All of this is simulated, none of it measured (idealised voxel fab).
Herein follows the process module entitled voxel released beams.
Section cut is 245 nm wide and gridded with 5 nm square cells.
Cross-section = grid of square cells, listed top down in bands; band = one or more rows.
This entry defines a band. It first specifies the height of the band's top and the height of its bottom in nm, and then specifies the band's materials from left to right, stating each material with its width in nm. The word "edge to edge" identifies a single material that fills the band from edge to edge, while the word "blank" identifies empty space.
Heights from 0 (as-received wafer is one material below). Bottom band endless downward, as "0 and below".
You'd read "30..40" like this: the band's top row of cells is as wide as the first number, its bottom row is as wide as the second, and going down, every row changes width by the same amount as the row before did.
Step note "remains unaltered" = no cross-section cell changed.
Heads up: "Closed void roster" only lists the empty pockets with no open path to the top that are 8 cells or more, and it writes them as width x height at distance, distance from the left edge, in nm.
Past the settings on a step's line: simulator remark, on that step.
overlay nm: right-of-plan distance of the mask on a masked step; negative values mean left-of-plan.
List of planned process steps
1: RECEIVE, material Si
2: CONFORMAL_DEP, material Al2O3, thk nm 10
3: DIRECTIONAL_DEP, material SiO2, thk nm 10
4: DIRECTIONAL_DEP, material aC, thk nm 10
5: PATTERN, tone open, mask id ANCHOR, material resist, width nm 35, thk nm 25, overlay nm 0
6: DIRECTIONAL_ETCH, etch materials aC, depth nm 10
7: STRIP, etch materials resist
8: DIRECTIONAL_ETCH, etch materials SiO2, depth nm 10
9: STRIP, etch materials aC
10: CONFORMAL_DEP, material W, thk nm 15
11: DIRECTIONAL_DEP, material aC, thk nm 15
12: PATTERN, tone cover, mask id BEAM, material resist, width nm 105, thk nm 30, overlay nm 0
13: DIRECTIONAL_ETCH, etch materials aC, depth nm 15
14: STRIP, etch materials resist
15: DIRECTIONAL_ETCH, etch materials W, depth nm 15
16: STRIP, etch materials aC
17: STRIP, etch materials SiO2
Cross-section, incoming material, after step 1
* 0 and below: Si edge to edge
* Closed void roster: none
First wafer at the end, as planned
* 35 down to 25: blank=65, W=20, blank=5, W=80, blank=75
* 25 down to 20: blank=65, W=105, blank=75
* 20 down to 10: blank=70, W=35, blank=140
* 10 down to 0: Al2O3 edge to edge
* 0 and below: Si edge to edge
* Closed void roster: none
Cross-section, second wafer: same start as the first, same plan as the first, one mistake in running it; taken at the end of the module
* 45 down to 30: blank=65, W=105, blank=75
* 30 down to 20: W edge to edge
* 20 down to 10: SiO2=70, W=35, SiO2=140
* 10 down to 0: Al2O3 edge to edge
* 0 and below: Si edge to edge
* Closed void roster: none
Plan not followed: step 10 was run on a setting that differed from the plan, and what really ran there is CONFORMAL_DEP, material W, thk nm 25
Final tally in cells, some materials are higher or lower on the second wafer than on the first: SiO2: 84 more; W: 100 more
